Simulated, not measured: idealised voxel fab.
Process module name: voxel self aligned vias
Displayed cross-section: cut, width of 245 nm, square cells sized 5 nm.
For the purposes of this document, a cross-section shall be understood as a grid of square cells, specified as bands listed in top-to-bottom order, each band consisting of one or more rows of cells. In this notation a band is specified by the heights of its top and bottom, in that order and in nm, after which its materials appear from left to right, each paired with its width in nm. The word "edge to edge" attached to a single material means that material fills the band from edge to edge; the word "empty" stands for empty space. Beneath 0, the wafer as received is one material, and that level is where height counting begins. The lowest band goes on downward without a bottom; it is written like "0 and below". Width spec "30->40" -> top row of cells at first value, bottom row at second value, equal per-row change in between. Reading "nothing was modified" for a step: not a cell of the cross-section changed in it. You'll see "Sealed-off cavities" listing empty spaces that have no way open to the top, as long as they're 8 cells or more; the notation is width x height at distance, where the distance is from the left edge, and all of it is in nm. Anything after a step's settings on that line? It's the simulator's own note about the step. "overlay nm", when on a step's line for a step with a mask, measures how far to the right of its planned place the mask lay; a negative measure means to the left.

## plan
1: RECEIVE, material Si
2: CONFORMAL_DEP, material SiO2, thk nm 10
3: CONFORMAL_DEP, material SiCN, thk nm 5
4: DIRECTIONAL_DEP, material lowk, thk nm 30
5: MASKED_ETCH, tone open, mask id LINES, width nm 25, pitch nm 50, etch materials lowk, depth nm 30, overlay nm 0
6: CONFORMAL_DEP, material TiN, thk nm 5
7: FILL_DEP, material Ru, thk nm 5
8: CMP, height nm 45
9: SELECTIVE_ETCH, etch materials W Ru TiN, depth nm 5
10: FILL_DEP, material SiN, thk nm 10
11: CMP, height nm 45
12: DIRECTIONAL_DEP, material lowk, thk nm 20
13: DIRECTIONAL_DEP, material aC, thk nm 10
14: PATTERN, tone open, mask id VIAS, material resist, width nm 35, pitch nm 50, thk nm 25, overlay nm 0
15: DIRECTIONAL_ETCH, etch materials aC, depth nm 10
16: STRIP, etch materials resist
17: DIRECTIONAL_ETCH, etch materials lowk, depth nm 20
18: DIRECTIONAL_ETCH, etch materials SiN, depth nm 5
19: STRIP, etch materials aC
20: CONFORMAL_DEP, material TiN, thk nm 5
21: FILL_DEP, material Ru, thk nm 10
22: CMP, height nm 65
23: CONFORMAL_DEP, material SiCN, thk nm 5

## Delivered wafer in cross-section: state after step 1
	0 and below = Si edge to edge
	Sealed-off cavities: none

## The cross-section shown corresponds to the wafer at the conclusion of the module. The initial structure and the process plan are those presented above; however, one mistake occurred in executing the plan
	70 down to 65 = SiCN edge to edge
	65 down to 50 = lowk (80), then TiN (5), then Ru (25), then TiN (5), then lowk (15), then TiN (5), then Ru (25), then TiN (5), then lowk (80)
	50 down to 45 = lowk (80), then TiN (35), then lowk (15), then TiN (35), then lowk (80)
	45 down to 40 = SiN (80), then TiN (5), then lowk (25), then TiN (5), then SiN (15), then TiN (5), then lowk (25), then TiN (5), then SiN (80)
	40 down to 20 = Ru (80), then TiN (5), then lowk (25), then TiN (5), then Ru (15), then TiN (5), then lowk (25), then TiN (5), then Ru (80)
	20 down to 15 = TiN (85), then lowk (25), then TiN (25), then lowk (25), then TiN (85)
	15 down to 10 = SiCN edge to edge
	10 down to 0 = SiO2 edge to edge
	0 and below = Si edge to edge
	Sealed-off cavities: none
What went wrong in running the wafer? step 5 ran differently from the plan; actual operation with settings: MASKED_ETCH, tone cover, mask id LINES, width nm 25, pitch nm 50, etch materials lowk, depth nm 30, overlay nm 0
